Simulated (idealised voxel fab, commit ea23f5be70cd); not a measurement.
Presented below is a process module, voxel capacitor over wiring.
The width of the displayed cross-section, cut, is 160 nm; its cells are square, with a size of 5 nm.
Cross-sections here: square-cell grids, written as top-down lists of bands, a band being one or more rows of cells. A band entry consists of two parts. The first gives the height of the band's top and the height of its bottom, in nm. The rest lists the band's materials from left to right, each with its width in nm. A single material labelled with the word "full width" fills the band from edge to edge, and the word "blank" marks empty space. Below 0: as-received wafer, all one material; heights counted from there. Lowest band: no bottom, goes on down, written "top 0, no bottom". Quick explanation for "30 to 40": the width changes in equal steps down the rows of cells, from the first number in the band's top row to the second number in its bottom row. Where a step carries "nothing was modified", the cross-section came out of it unchanged, cell for cell. "Voids, sealed" means: voids of 8 cells or more that are shut off from the top with no open way through. Written width x height at distance, distance from the left edge, in nm. Text after the settings on a step's line: the simulator's own remark on that step. What "overlay nm" on a step's line means: if the step has a mask, that mask lay this far to the right of its planned place, or, when the value is negative, to the left.
# Planned step list for the process
1,RECEIVE: material Si
2,CONFORMAL_DEP: material SiO2, thk nm 15
3,CONFORMAL_DEP: material SiN, thk nm 5
4,DIRECTIONAL_DEP: material lowk, thk nm 20
5,DIRECTIONAL_DEP: material aC, thk nm 10
6,PATTERN: tone open, mask id METAL_1, material resist, width nm 30, pitch nm 95, thk nm 30, overlay nm 0
7,DIRECTIONAL_ETCH: etch materials aC, depth nm 10
8,STRIP: etch materials resist
9,DIRECTIONAL_ETCH: etch materials lowk, depth nm 20
10,DIRECTIONAL_ETCH: etch materials SiN, depth nm 5
11,STRIP: etch materials aC
12,CONFORMAL_DEP: material TiN, thk nm 5
13,FILL_DEP: material W, thk nm 10
14,CMP: height nm 40
15,CONFORMAL_DEP: material SiCN, thk nm 5
16,DIRECTIONAL_DEP: material SiO2, thk nm 10
17,DIRECTIONAL_DEP: material aC, thk nm 15
18,PATTERN: tone open, mask id PLUG_1, material resist, width nm 15, thk nm 35, overlay nm 0
19,DIRECTIONAL_ETCH: etch materials aC, depth nm 15
20,STRIP: etch materials resist
21,DIRECTIONAL_ETCH: etch materials SiO2, depth nm 10
22,DIRECTIONAL_ETCH: etch materials SiCN, depth nm 5
23,STRIP: etch materials aC
24,CONFORMAL_DEP: material TiN, thk nm 5
25,FILL_DEP: material W, thk nm 5
26,CMP: height nm 55
27,DIRECTIONAL_DEP: material TiN, thk nm 5
28,DIRECTIONAL_DEP: material HfO2, thk nm 5
29,DIRECTIONAL_DEP: material TiN, thk nm 10
30,PATTERN: tone cover, mask id UPPER_PLATE, material resist, width nm 70, thk nm 15, overlay nm 0
31,DIRECTIONAL_ETCH: etch materials TiN, depth nm 10
32,DIRECTIONAL_ETCH: etch materials HfO2, depth nm 5
33,STRIP: etch materials resist
34,DIRECTIONAL_DEP: material aC, thk nm 10
35,PATTERN: tone cover, mask id LOWER_PLATE, material resist, width nm 80, thk nm 30, overlay nm 0
36,DIRECTIONAL_ETCH: etch materials aC, depth nm 10
37,STRIP: etch materials resist
38,DIRECTIONAL_ETCH: etch materials TiN, depth nm 5
39,STRIP: etch materials aC
40,FILL_DEP: material SiO2, thk nm 15
41,CMP: height nm 85
42,DIRECTIONAL_DEP: material aC, thk nm 15
43,PATTERN: tone open, mask id PLUG_2, material resist, width nm 15, thk nm 35, overlay nm 0
44,DIRECTIONAL_ETCH: etch materials aC, depth nm 15
45,STRIP: etch materials resist
46,DIRECTIONAL_ETCH: etch materials SiO2, depth nm 10
47,STRIP: etch materials aC
48,CONFORMAL_DEP: material TiN, thk nm 5
49,FILL_DEP: material Cu, thk nm 10
50,CMP: height nm 85
51,CONFORMAL_DEP: material SiCN, thk nm 5
# Wafer, first of two, run as planned
# So this is the incoming wafer in cross-section - it's already been through step 1
* top 0, no bottom: Si full width
* Voids, sealed: none
# Take a look at the wafer's cross-section after step 2
* top 15, bottom 0: SiO2 full width
* All layers under 0 are left as they were.
# Take a look at the wafer's cross-section after step 3
* top 20, bottom 15: SiN full width
* All layers under 15 are left as they were.
# Take a look at the wafer's cross-section after step 4
* top 40, bottom 20: lowk full width
* All layers under 20 are left as they were.
# Take a look at the wafer's cross-section after step 5
* top 50, bottom 40: aC full width
* All layers under 40 are left as they were.
# Take a look at the wafer's cross-section after step 6
* top 80, bottom 50: resist (15)  blank (30)  resist (65)  blank (30)  resist (20)
* All layers under 50 are left as they were.
# Take a look at the wafer's cross-section after step 7
* top 70, bottom 50: resist (15)  blank (30)  resist (65)  blank (30)  resist (20)
* top 50, bottom 40: aC (15)  blank (30)  aC (65)  blank (30)  aC (20)
* All layers under 40 are left as they were.
# Take a look at the wafer's cross-section after step 8
* top 50, bottom 40: aC (15)  blank (30)  aC (65)  blank (30)  aC (20)
* All layers under 40 are left as they were.
# Take a look at the wafer's cross-section after step 9
* top 50, bottom 40: aC (15)  blank (30)  aC (65)  blank (30)  aC (20)
* top 40, bottom 20: lowk (15)  blank (30)  lowk (65)  blank (30)  lowk (20)
* All layers under 20 are left as they were.
# Take a look at the wafer's cross-section after step 10
* top 50, bottom 40: aC (15)  blank (30)  aC (65)  blank (30)  aC (20)
* top 40, bottom 20: lowk (15)  blank (30)  lowk (65)  blank (30)  lowk (20)
* top 20, bottom 15: SiN (15)  blank (30)  SiN (65)  blank (30)  SiN (20)
* All layers under 15 are left as they were.
# Take a look at the wafer's cross-section after step 11
* top 40, bottom 20: lowk (15)  blank (30)  lowk (65)  blank (30)  lowk (20)
* All layers under 20 are left as they were.
# Take a look at the wafer's cross-section after step 12
* top 45, bottom 40: TiN (20)  blank (20)  TiN (75)  blank (20)  TiN (25)
* top 40, bottom 20: lowk (15)  TiN (5)  blank (20)  TiN (5)  lowk (65)  TiN (5)  blank (20)  TiN (5)  lowk (20)
* top 20, bottom 15: SiN (15)  TiN (30)  SiN (65)  TiN (30)  SiN (20)
* All layers under 15 are left as they were.
# Take a look at the wafer's cross-section after step 13
* top 55, bottom 45: W full width
* top 45, bottom 40: TiN (20)  W (20)  TiN (75)  W (20)  TiN (25)
* top 40, bottom 20: lowk (15)  TiN (5)  W (20)  TiN (5)  lowk (65)  TiN (5)  W (20)  TiN (5)  lowk (20)
* All layers under 20 are left as they were.
# Take a look at the wafer's cross-section after step 14
* top 40, bottom 20: lowk (15)  TiN (5)  W (20)  TiN (5)  lowk (65)  TiN (5)  W (20)  TiN (5)  lowk (20)
* All layers under 20 are left as they were.
# Take a look at the wafer's cross-section after step 15
* top 45, bottom 40: SiCN full width
* All layers under 40 are left as they were.
# Take a look at the wafer's cross-section after step 16
* top 55, bottom 45: SiO2 full width
* All layers under 45 are left as they were.
# Take a look at the wafer's cross-section after step 17
* top 70, bottom 55: aC full width
* All layers under 55 are left as they were.
# Take a look at the wafer's cross-section after step 18
* top 105, bottom 70: resist (30)  blank (15)  resist (115)
* All layers under 70 are left as they were.
# Take a look at the wafer's cross-section after step 19
* top 90, bottom 70: resist (30)  blank (15)  resist (115)
* top 70, bottom 55: aC (30)  blank (15)  aC (115)
* All layers under 55 are left as they were.
# Take a look at the wafer's cross-section after step 20
* top 70, bottom 55: aC (30)  blank (15)  aC (115)
* All layers under 55 are left as they were.
# Take a look at the wafer's cross-section after step 21
* top 70, bottom 55: aC (30)  blank (15)  aC (115)
* top 55, bottom 45: SiO2 (30)  blank (15)  SiO2 (115)
* All layers under 45 are left as they were.
# Take a look at the wafer's cross-section after step 22
* top 70, bottom 55: aC (30)  blank (15)  aC (115)
* top 55, bottom 45: SiO2 (30)  blank (15)  SiO2 (115)
* top 45, bottom 40: SiCN (30)  blank (15)  SiCN (115)
* All layers under 40 are left as they were.
# Take a look at the wafer's cross-section after step 23
* top 55, bottom 45: SiO2 (30)  blank (15)  SiO2 (115)
* All layers under 45 are left as they were.
# Take a look at the wafer's cross-section after step 24
* top 60, bottom 55: TiN (35)  blank (5)  TiN (120)
* top 55, bottom 45: SiO2 (30)  TiN (5)  blank (5)  TiN (5)  SiO2 (115)
* top 45, bottom 40: SiCN (30)  TiN (15)  SiCN (115)
* All layers under 40 are left as they were.
# Take a look at the wafer's cross-section after step 25
* top 65, bottom 60: W full width
* top 60, bottom 55: TiN (35)  W (5)  TiN (120)
* top 55, bottom 45: SiO2 (30)  TiN (5)  W (5)  TiN (5)  SiO2 (115)
* All layers under 45 are left as they were.
# Take a look at the wafer's cross-section after step 26
* top 55, bottom 45: SiO2 (30)  TiN (5)  W (5)  TiN (5)  SiO2 (115)
* All layers under 45 are left as they were.
# Take a look at the wafer's cross-section after step 27
* top 60, bottom 55: TiN full width
* All layers under 55 are left as they were.
# Take a look at the wafer's cross-section after step 28
* top 65, bottom 60: HfO2 full width
* All layers under 60 are left as they were.
# Take a look at the wafer's cross-section after step 29
* top 75, bottom 65: TiN full width
* All layers under 65 are left as they were.
# Take a look at the wafer's cross-section after step 30
* top 90, bottom 75: blank (30)  resist (70)  blank (60)
* All layers under 75 are left as they were.
# Take a look at the wafer's cross-section after step 31
* top 90, bottom 75: blank (30)  resist (70)  blank (60)
* top 75, bottom 65: blank (30)  TiN (70)  blank (60)
* All layers under 65 are left as they were.
# Take a look at the wafer's cross-section after step 32
* top 90, bottom 75: blank (30)  resist (70)  blank (60)
* top 75, bottom 65: blank (30)  TiN (70)  blank (60)
* top 65, bottom 60: blank (30)  HfO2 (70)  blank (60)
* All layers under 60 are left as they were.
# Take a look at the wafer's cross-section after step 33
* top 75, bottom 65: blank (30)  TiN (70)  blank (60)
* All layers under 65 are left as they were.
# Take a look at the wafer's cross-section after step 34
* top 85, bottom 75: blank (30)  aC (70)  blank (60)
* top 75, bottom 70: blank (30)  TiN (70)  blank (60)
* top 70, bottom 65: aC (30)  TiN (70)  aC (60)
* top 65, bottom 60: aC (30)  HfO2 (70)  aC (60)
* All layers under 60 are left as they were.
# Take a look at the wafer's cross-section after step 35
* top 115, bottom 85: blank (25)  resist (80)  blank (55)
* top 85, bottom 75: blank (25)  resist (5)  aC (70)  resist (5)  blank (55)
* top 75, bottom 70: blank (25)  resist (5)  TiN (70)  resist (5)  blank (55)
* All layers under 70 are left as they were.
# Take a look at the wafer's cross-section after step 36
* top 105, bottom 85: blank (25)  resist (80)  blank (55)
* top 85, bottom 75: blank (25)  resist (5)  aC (70)  resist (5)  blank (55)
* top 75, bottom 70: blank (25)  resist (5)  TiN (70)  resist (5)  blank (55)
* top 70, bottom 65: blank (25)  aC (5)  TiN (70)  aC (5)  blank (55)
* top 65, bottom 60: blank (25)  aC (5)  HfO2 (70)  aC (5)  blank (55)
* All layers under 60 are left as they were.
# Take a look at the wafer's cross-section after step 37
* top 85, bottom 75: blank (30)  aC (70)  blank (60)
* top 75, bottom 70: blank (30)  TiN (70)  blank (60)
* All layers under 70 are left as they were.
# Take a look at the wafer's cross-section after step 38
* top 85, bottom 75: blank (30)  aC (70)  blank (60)
* top 75, bottom 70: blank (30)  TiN (70)  blank (60)
* top 70, bottom 65: blank (25)  aC (5)  TiN (70)  aC (5)  blank (55)
* top 65, bottom 60: blank (25)  aC (5)  HfO2 (70)  aC (5)  blank (55)
* top 60, bottom 55: blank (25)  TiN (80)  blank (55)
* All layers under 55 are left as they were.
# Take a look at the wafer's cross-section after step 39
* top 75, bottom 65: blank (30)  TiN (70)  blank (60)
* top 65, bottom 60: blank (30)  HfO2 (70)  blank (60)
* All layers under 60 are left as they were.
# Take a look at the wafer's cross-section after step 40
* top 90, bottom 75: SiO2 full width
* top 75, bottom 65: SiO2 (30)  TiN (70)  SiO2 (60)
* top 65, bottom 60: SiO2 (30)  HfO2 (70)  SiO2 (60)
* top 60, bottom 55: SiO2 (25)  TiN (80)  SiO2 (55)
* All layers under 55 are left as they were.
# Take a look at the wafer's cross-section after step 41
* top 85, bottom 75: SiO2 full width
* All layers under 75 are left as they were.
# Take a look at the wafer's cross-section after step 42
* top 100, bottom 85: aC full width
* All layers under 85 are left as they were.
# Take a look at the wafer's cross-section after step 43
* top 135, bottom 100: resist (40)  blank (15)  resist (105)
* All layers under 100 are left as they were.
# Take a look at the wafer's cross-section after step 44
* top 120, bottom 100: resist (40)  blank (15)  resist (105)
* top 100, bottom 85: aC (40)  blank (15)  aC (105)
* All layers under 85 are left as they were.
# Take a look at the wafer's cross-section after step 45
* top 100, bottom 85: aC (40)  blank (15)  aC (105)
* All layers under 85 are left as they were.
# Take a look at the wafer's cross-section after step 46
* top 100, bottom 85: aC (40)  blank (15)  aC (105)
* top 85, bottom 75: SiO2 (40)  blank (15)  SiO2 (105)
* All layers under 75 are left as they were.
# Take a look at the wafer's cross-section after step 47
* top 85, bottom 75: SiO2 (40)  blank (15)  SiO2 (105)
* All layers under 75 are left as they were.
# Take a look at the wafer's cross-section after step 48
* top 90, bottom 85: TiN (45)  blank (5)  TiN (110)
* top 85, bottom 80: SiO2 (40)  TiN (5)  blank (5)  TiN (5)  SiO2 (105)
* top 80, bottom 75: SiO2 (40)  TiN (15)  SiO2 (105)
* All layers under 75 are left as they were.
# Take a look at the wafer's cross-section after step 49
* top 100, bottom 90: Cu full width
* top 90, bottom 85: TiN (45)  Cu (5)  TiN (110)
* top 85, bottom 80: SiO2 (40)  TiN (5)  Cu (5)  TiN (5)  SiO2 (105)
* All layers under 80 are left as they were.
# Take a look at the wafer's cross-section after step 50
* top 85, bottom 80: SiO2 (40)  TiN (5)  Cu (5)  TiN (5)  SiO2 (105)
* All layers under 80 are left as they were.
# Take a look at the wafer's cross-section after step 51
* top 90, bottom 85: SiCN full width
* All layers under 85 are left as they were.
# The remaining wafer, second of the two, started like the first and was run to the same plan, except that one mistake was made along the way; the two coincide through step 17, inclusive
# Cross-sectional view of the second wafer at the intended end time of process step 18
* top 105, bottom 70: blank (30)  resist (15)  blank (115)
* All layers under 70 are left as they were.
# Cross-sectional view of the second wafer at the intended end time of process step 19
* top 90, bottom 70: blank (30)  resist (15)  blank (115)
* top 70, bottom 55: blank (30)  aC (15)  blank (115)
* All layers under 55 are left as they were.
# Cross-sectional view of the second wafer at the intended end time of process step 20
* top 70, bottom 55: blank (30)  aC (15)  blank (115)
* All layers under 55 are left as they were.
# Cross-sectional view of the second wafer at the intended end time of process step 21
* top 70, bottom 55: blank (30)  aC (15)  blank (115)
* top 55, bottom 45: blank (30)  SiO2 (15)  blank (115)
* All layers under 45 are left as they were.
# Cross-sectional view of the second wafer at the intended end time of process step 22
* top 70, bottom 55: blank (30)  aC (15)  blank (115)
* top 55, bottom 45: blank (30)  SiO2 (15)  blank (115)
* top 45, bottom 40: blank (30)  SiCN (15)  blank (115)
* All layers under 40 are left as they were.
# Cross-sectional view of the second wafer at the intended end time of process step 23
* top 55, bottom 45: blank (30)  SiO2 (15)  blank (115)
* All layers under 45 are left as they were.
# Cross-sectional view of the second wafer at the intended end time of process step 24
* top 60, bottom 55: blank (25)  TiN (25)  blank (110)
* top 55, bottom 45: blank (25)  TiN (5)  SiO2 (15)  TiN (5)  blank (110)
* top 45, bottom 40: TiN (30)  SiCN (15)  TiN (115)
* All layers under 40 are left as they were.
# Cross-sectional view of the second wafer at the intended end time of process step 25
* top 65, bottom 60: W full width
* top 60, bottom 55: W (25)  TiN (25)  W (110)
* top 55, bottom 45: W (25)  TiN (5)  SiO2 (15)  TiN (5)  W (110)
* All layers under 45 are left as they were.
# Cross-sectional view of the second wafer at the intended end time of process step 26
* top 55, bottom 45: W (25)  TiN (5)  SiO2 (15)  TiN (5)  W (110)
* All layers under 45 are left as they were.
# Cross-sectional view of the second wafer at the intended end time of process step 27
* top 60, bottom 55: TiN full width
* All layers under 55 are left as they were.
# Cross-sectional view of the second wafer at the intended end time of process step 28
* top 65, bottom 60: HfO2 full width
* All layers under 60 are left as they were.
# Cross-sectional view of the second wafer at the intended end time of process step 29
* top 75, bottom 65: TiN full width
* All layers under 65 are left as they were.
# Cross-sectional view of the second wafer at the intended end time of process step 30
* top 90, bottom 75: blank (30)  resist (70)  blank (60)
* All layers under 75 are left as they were.
# Cross-sectional view of the second wafer at the intended end time of process step 31
* top 90, bottom 75: blank (30)  resist (70)  blank (60)
* top 75, bottom 65: blank (30)  TiN (70)  blank (60)
* All layers under 65 are left as they were.
# Cross-sectional view of the second wafer at the intended end time of process step 32
* top 90, bottom 75: blank (30)  resist (70)  blank (60)
* top 75, bottom 65: blank (30)  TiN (70)  blank (60)
* top 65, bottom 60: blank (30)  HfO2 (70)  blank (60)
* All layers under 60 are left as they were.
# Cross-sectional view of the second wafer at the intended end time of process step 33
* top 75, bottom 65: blank (30)  TiN (70)  blank (60)
* All layers under 65 are left as they were.
# Cross-sectional view of the second wafer at the intended end time of process step 34
* top 85, bottom 75: blank (30)  aC (70)  blank (60)
* top 75, bottom 70: blank (30)  TiN (70)  blank (60)
* top 70, bottom 65: aC (30)  TiN (70)  aC (60)
* top 65, bottom 60: aC (30)  HfO2 (70)  aC (60)
* All layers under 60 are left as they were.
# Cross-sectional view of the second wafer at the intended end time of process step 35
* top 115, bottom 85: blank (25)  resist (80)  blank (55)
* top 85, bottom 75: blank (25)  resist (5)  aC (70)  resist (5)  blank (55)
* top 75, bottom 70: blank (25)  resist (5)  TiN (70)  resist (5)  blank (55)
* All layers under 70 are left as they were.
# Cross-sectional view of the second wafer at the intended end time of process step 36
* top 105, bottom 85: blank (25)  resist (80)  blank (55)
* top 85, bottom 75: blank (25)  resist (5)  aC (70)  resist (5)  blank (55)
* top 75, bottom 70: blank (25)  resist (5)  TiN (70)  resist (5)  blank (55)
* top 70, bottom 65: blank (25)  aC (5)  TiN (70)  aC (5)  blank (55)
* top 65, bottom 60: blank (25)  aC (5)  HfO2 (70)  aC (5)  blank (55)
* All layers under 60 are left as they were.
# Cross-sectional view of the second wafer at the intended end time of process step 37
* top 85, bottom 75: blank (30)  aC (70)  blank (60)
* top 75, bottom 70: blank (30)  TiN (70)  blank (60)
* All layers under 70 are left as they were.
# Cross-sectional view of the second wafer at the intended end time of process step 38
* top 85, bottom 75: blank (30)  aC (70)  blank (60)
* top 75, bottom 70: blank (30)  TiN (70)  blank (60)
* top 70, bottom 65: blank (25)  aC (5)  TiN (70)  aC (5)  blank (55)
* top 65, bottom 60: blank (25)  aC (5)  HfO2 (70)  aC (5)  blank (55)
* top 60, bottom 55: blank (25)  TiN (80)  blank (55)
* All layers under 55 are left as they were.
# Cross-sectional view of the second wafer at the intended end time of process step 39
* top 75, bottom 65: blank (30)  TiN (70)  blank (60)
* top 65, bottom 60: blank (30)  HfO2 (70)  blank (60)
* All layers under 60 are left as they were.
# Cross-sectional view of the second wafer at the intended end time of process step 40
* top 90, bottom 75: SiO2 full width
* top 75, bottom 65: SiO2 (30)  TiN (70)  SiO2 (60)
* top 65, bottom 60: SiO2 (30)  HfO2 (70)  SiO2 (60)
* top 60, bottom 55: SiO2 (25)  TiN (80)  SiO2 (55)
* All layers under 55 are left as they were.
# Cross-sectional view of the second wafer at the intended end time of process step 41
* top 85, bottom 75: SiO2 full width
* All layers under 75 are left as they were.
# Cross-sectional view of the second wafer at the intended end time of process step 42
* top 100, bottom 85: aC full width
* All layers under 85 are left as they were.
# Cross-sectional view of the second wafer at the intended end time of process step 43
* top 135, bottom 100: resist (40)  blank (15)  resist (105)
* All layers under 100 are left as they were.
# Cross-sectional view of the second wafer at the intended end time of process step 44
* top 120, bottom 100: resist (40)  blank (15)  resist (105)
* top 100, bottom 85: aC (40)  blank (15)  aC (105)
* All layers under 85 are left as they were.
# Cross-sectional view of the second wafer at the intended end time of process step 45
* top 100, bottom 85: aC (40)  blank (15)  aC (105)
* All layers under 85 are left as they were.
# Cross-sectional view of the second wafer at the intended end time of process step 46
* top 100, bottom 85: aC (40)  blank (15)  aC (105)
* top 85, bottom 75: SiO2 (40)  blank (15)  SiO2 (105)
* All layers under 75 are left as they were.
# Cross-sectional view of the second wafer at the intended end time of process step 47
* top 85, bottom 75: SiO2 (40)  blank (15)  SiO2 (105)
* All layers under 75 are left as they were.
# Cross-sectional view of the second wafer at the intended end time of process step 48
* top 90, bottom 85: TiN (45)  blank (5)  TiN (110)
* top 85, bottom 80: SiO2 (40)  TiN (5)  blank (5)  TiN (5)  SiO2 (105)
* top 80, bottom 75: SiO2 (40)  TiN (15)  SiO2 (105)
* All layers under 75 are left as they were.
# Cross-sectional view of the second wafer at the intended end time of process step 49
* top 100, bottom 90: Cu full width
* top 90, bottom 85: TiN (45)  Cu (5)  TiN (110)
* top 85, bottom 80: SiO2 (40)  TiN (5)  Cu (5)  TiN (5)  SiO2 (105)
* All layers under 80 are left as they were.
# Cross-sectional view of the second wafer at the intended end time of process step 50
* top 85, bottom 80: SiO2 (40)  TiN (5)  Cu (5)  TiN (5)  SiO2 (105)
* All layers under 80 are left as they were.
# Cross-sectional view of the second wafer at the intended end time of process step 51
* top 90, bottom 85: SiCN full width
* All layers under 85 are left as they were.
The mistake made against the process plan was this: step 18 did not use the planned setting and instead ran as PATTERN: tone cover, mask id PLUG_1, material resist, width nm 15, thk nm 35, overlay nm 0
Final tally in cells, some materials are higher or lower on the second wafer than on the first: -26 SiCN, -52 SiO2, +26 TiN, +52 W
